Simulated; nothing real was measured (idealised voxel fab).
The process module that follows is named voxel double patterning.
Displayed cross-section: cut, width of 265 nm, square cells sized 5 nm.
Cross-sections here: square-cell grids, written as top-down lists of bands, a band being one or more rows of cells.
Top, bottom (nm), then materials left to right with widths (nm); lone material tagged "full width" fills the whole band edge to edge; "air" = empty space.
Counting heights begins at 0, where everything beneath is, in the wafer as received, one material. The lowest band has no bottom; it goes on downwards, as "top 0, no bottom" shows.
A width such as "30->40" changes by the same amount from each row of cells to the next, from the band's top row to its bottom row.
Given "no change occurred" for a step, no cell of the cross-section differs between before and after that step.
"Closed cavity list" specifies each empty space that is not open to the top and that occupies no fewer than 8 cells, using the form width x height at distance, the distance measured from the left edge and all three quantities in nm.
The remark found on a step's line after its settings is issued by the simulator itself and pertains to that step.
A step line may carry the setting "overlay nm", which, for steps involving a mask, states the distance by which the mask lay to the right of its intended position; negative values denote displacement to the left.

**Planned step list for the process**
1: op RECEIVE | material Si
2: op CONFORMAL_DEP | material SiO2 | thk nm 5
3: op DIRECTIONAL_DEP | material W | thk nm 15
4: op DIRECTIONAL_DEP | material SiCN | thk nm 10
5: op MASKED_ETCH | tone open | mask id FIRST | width nm 15 | pitch nm 50 | etch materials SiCN | depth nm 10 | overlay nm 0
6: op MASKED_ETCH | tone open | mask id SECOND | width nm 15 | etch materials SiCN | depth nm 10 | overlay nm 0
7: op DIRECTIONAL_ETCH | etch materials W | depth nm 15
8: op STRIP | etch materials SiCN
Same starting wafers, different width nm at step 5. Plan value belongs to the first wafer.

**First wafer of several, as received: cross-section after step 1**
	top 0, no bottom  Si full width
	Closed cavity list: none

**Where each wafer stands at the end of the module, a row apiece: cells of each material gained (+) or lost (-) since it was received, then closed voids**
width nm 15; +53 SiO2; +132 W; Closed cavity list: none
width nm 20; +53 SiO2; +126 W; Closed cavity list: none
width nm 25; +53 SiO2; +120 W; Closed cavity list: none
width nm 30; +53 SiO2; +114 W; Closed cavity list: none
